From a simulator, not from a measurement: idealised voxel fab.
Proc. module: voxel trench capacitor
Square cells of 5 nm make up the cross-section cut, whose width is 285 nm.
Throughout this document, each cross-section is represented as a grid of square cells and is presented as a sequence of bands enumerated from the top downward, where a band comprises one or more rows of cells. It is stipulated that each band's entry specify, in nanometres, the height of the top of the band and then that of its bottom, followed by the materials of the band in left-to-right sequence, each together with its width in nanometres. A single material marked by the word "full width" is understood to fill the band from edge to edge; the word "empty" is understood to denote empty space. It should be noted that heights are counted from 0, beneath which the wafer as supplied is of one material throughout, and that the lowest band possesses no lower boundary but continues downward, as written in "top 0, no bottom". The notation "30..40" denotes a width that varies across the rows of cells in the band, beginning at the first number in the top row, finishing at the second number in the bottom row, and changing by an identical amount from each row to the next. Key: "nothing got changed" - step with no changed cell in the cross-section. This entry, "Sealed-off cavities", enumerates those empty regions of no fewer than 8 cells that possess no open connection to the top. Each region is reported in the form width x height at distance, the distance being taken from the left edge, with all three quantities expressed in nm. Text after the settings on a step's line: the simulator's own remark on that step. The line of a step may include "overlay nm". On a step with a mask, this value is how far to the right of its planned place the mask lay. A negative value means the mask lay to the left.
**The following list gives the planned process steps**
1) RECEIVE (material Si)
2) CONFORMAL_DEP (material SiN; thk nm 5)
3) MASKED_ETCH (tone open; mask id TRENCH; width nm 30; pitch nm 50; etch materials SiN; depth nm 5; overlay nm 0)
4) MASKED_ETCH (tone open; mask id TRENCH; width nm 30; pitch nm 50; etch materials Si; depth nm 25; overlay nm 0)
5) CONFORMAL_DEP (material HfO2; thk nm 5)
6) CONFORMAL_DEP (material TiN; thk nm 5)
7) FILL_DEP (material W; thk nm 5)
8) CMP (height nm 5)
**Run as planned: first of two wafers**
**Shown in cross-section is the wafer as received, that is, as it stands after step 1**
* top 0, no bottom  Si full width
* Sealed-off cavities: none
**Cross-sectional representation of the wafer at the conclusion of step 2**
* top 5, bottom 0  SiN full width
* Under the height 0 nothing was changed.
**Cross-sectional representation of the wafer at the conclusion of step 3**
* top 5, bottom 0  SiN: 100 / empty: 30 / SiN: 20 / empty: 30 / SiN: 105
* Under the height 0 nothing was changed.
**Cross-sectional representation of the wafer at the conclusion of step 4**
* top 5, bottom 0  SiN: 100 / empty: 30 / SiN: 20 / empty: 30 / SiN: 105
* top 0, bottom -25  Si: 100 / empty: 30 / Si: 20 / empty: 30 / Si: 105
* Under the height -25 nothing was changed.
**Cross-sectional representation of the wafer at the conclusion of step 5**
* top 10, bottom 5  HfO2: 105 / empty: 20 / HfO2: 30 / empty: 20 / HfO2: 110
* top 5, bottom 0  SiN: 100 / HfO2: 5 / empty: 20 / HfO2: 5 / SiN: 20 / HfO2: 5 / empty: 20 / HfO2: 5 / SiN: 105
* top 0, bottom -20  Si: 100 / HfO2: 5 / empty: 20 / HfO2: 5 / Si: 20 / HfO2: 5 / empty: 20 / HfO2: 5 / Si: 105
* top -20, bottom -25  Si: 100 / HfO2: 30 / Si: 20 / HfO2: 30 / Si: 105
* Under the height -25 nothing was changed.
**Cross-sectional representation of the wafer at the conclusion of step 6**
* top 15, bottom 10  TiN: 110 / empty: 10 / TiN: 40 / empty: 10 / TiN: 115
* top 10, bottom 5  HfO2: 105 / TiN: 5 / empty: 10 / TiN: 5 / HfO2: 30 / TiN: 5 / empty: 10 / TiN: 5 / HfO2: 110
* top 5, bottom 0  SiN: 100 / HfO2: 5 / TiN: 5 / empty: 10 / TiN: 5 / HfO2: 5 / SiN: 20 / HfO2: 5 / TiN: 5 / empty: 10 / TiN: 5 / HfO2: 5 / SiN: 105
* top 0, bottom -15  Si: 100 / HfO2: 5 / TiN: 5 / empty: 10 / TiN: 5 / HfO2: 5 / Si: 20 / HfO2: 5 / TiN: 5 / empty: 10 / TiN: 5 / HfO2: 5 / Si: 105
* top -15, bottom -20  Si: 100 / HfO2: 5 / TiN: 20 / HfO2: 5 / Si: 20 / HfO2: 5 / TiN: 20 / HfO2: 5 / Si: 105
* Under the height -20 nothing was changed.
**Cross-sectional representation of the wafer at the conclusion of step 7**
* top 20, bottom 15  W full width
* top 15, bottom 10  TiN: 110 / W: 10 / TiN: 40 / W: 10 / TiN: 115
* top 10, bottom 5  HfO2: 105 / TiN: 5 / W: 10 / TiN: 5 / HfO2: 30 / TiN: 5 / W: 10 / TiN: 5 / HfO2: 110
* top 5, bottom 0  SiN: 100 / HfO2: 5 / TiN: 5 / W: 10 / TiN: 5 / HfO2: 5 / SiN: 20 / HfO2: 5 / TiN: 5 / W: 10 / TiN: 5 / HfO2: 5 / SiN: 105
* top 0, bottom -15  Si: 100 / HfO2: 5 / TiN: 5 / W: 10 / TiN: 5 / HfO2: 5 / Si: 20 / HfO2: 5 / TiN: 5 / W: 10 / TiN: 5 / HfO2: 5 / Si: 105
* Under the height -15 nothing was changed.
**Cross-sectional representation of the wafer at the conclusion of step 8**
* top 5, bottom 0  SiN: 100 / HfO2: 5 / TiN: 5 / W: 10 / TiN: 5 / HfO2: 5 / SiN: 20 / HfO2: 5 / TiN: 5 / W: 10 / TiN: 5 / HfO2: 5 / SiN: 105
* Under the height 0 nothing was changed.
**Wafer two: like wafer one in start and plan, but with one mistake in execution; identical up to and including step 4**
**What the second wafer looks like in cross-section when step 5 should have wrapped up**
* top 10, bottom 5  TiN: 105 / empty: 20 / TiN: 30 / empty: 20 / TiN: 110
* top 5, bottom 0  SiN: 100 / TiN: 5 / empty: 20 / TiN: 5 / SiN: 20 / TiN: 5 / empty: 20 / TiN: 5 / SiN: 105
* top 0, bottom -20  Si: 100 / TiN: 5 / empty: 20 / TiN: 5 / Si: 20 / TiN: 5 / empty: 20 / TiN: 5 / Si: 105
* top -20, bottom -25  Si: 100 / TiN: 30 / Si: 20 / TiN: 30 / Si: 105
* Under the height -25 nothing was changed.
**What the second wafer looks like in cross-section when step 6 should have wrapped up**
* top 15, bottom 10  HfO2: 110 / empty: 10 / HfO2: 40 / empty: 10 / HfO2: 115
* top 10, bottom 5  TiN: 105 / HfO2: 5 / empty: 10 / HfO2: 5 / TiN: 30 / HfO2: 5 / empty: 10 / HfO2: 5 / TiN: 110
* top 5, bottom 0  SiN: 100 / TiN: 5 / HfO2: 5 / empty: 10 / HfO2: 5 / TiN: 5 / SiN: 20 / TiN: 5 / HfO2: 5 / empty: 10 / HfO2: 5 / TiN: 5 / SiN: 105
* top 0, bottom -15  Si: 100 / TiN: 5 / HfO2: 5 / empty: 10 / HfO2: 5 / TiN: 5 / Si: 20 / TiN: 5 / HfO2: 5 / empty: 10 / HfO2: 5 / TiN: 5 / Si: 105
* top -15, bottom -20  Si: 100 / TiN: 5 / HfO2: 20 / TiN: 5 / Si: 20 / TiN: 5 / HfO2: 20 / TiN: 5 / Si: 105
* Under the height -20 nothing was changed.
**What the second wafer looks like in cross-section when step 7 should have wrapped up**
* top 20, bottom 15  W full width
* top 15, bottom 10  HfO2: 110 / W: 10 / HfO2: 40 / W: 10 / HfO2: 115
* top 10, bottom 5  TiN: 105 / HfO2: 5 / W: 10 / HfO2: 5 / TiN: 30 / HfO2: 5 / W: 10 / HfO2: 5 / TiN: 110
* top 5, bottom 0  SiN: 100 / TiN: 5 / HfO2: 5 / W: 10 / HfO2: 5 / TiN: 5 / SiN: 20 / TiN: 5 / HfO2: 5 / W: 10 / HfO2: 5 / TiN: 5 / SiN: 105
* top 0, bottom -15  Si: 100 / TiN: 5 / HfO2: 5 / W: 10 / HfO2: 5 / TiN: 5 / Si: 20 / TiN: 5 / HfO2: 5 / W: 10 / HfO2: 5 / TiN: 5 / Si: 105
* Under the height -15 nothing was changed.
**What the second wafer looks like in cross-section when step 8 should have wrapped up**
* top 5, bottom 0  SiN: 100 / TiN: 5 / HfO2: 5 / W: 10 / HfO2: 5 / TiN: 5 / SiN: 20 / TiN: 5 / HfO2: 5 / W: 10 / HfO2: 5 / TiN: 5 / SiN: 105
* Under the height 0 nothing was changed.
Heads up, the wafer didn't run the way we planned it: a sequencing error occurred in which plan steps 5 and 6 were transposed
Bottom line after processing is that, in cells, the second wafer is up or down on some materials versus the first: 8 fewer of HfO2 | 8 more of TiN
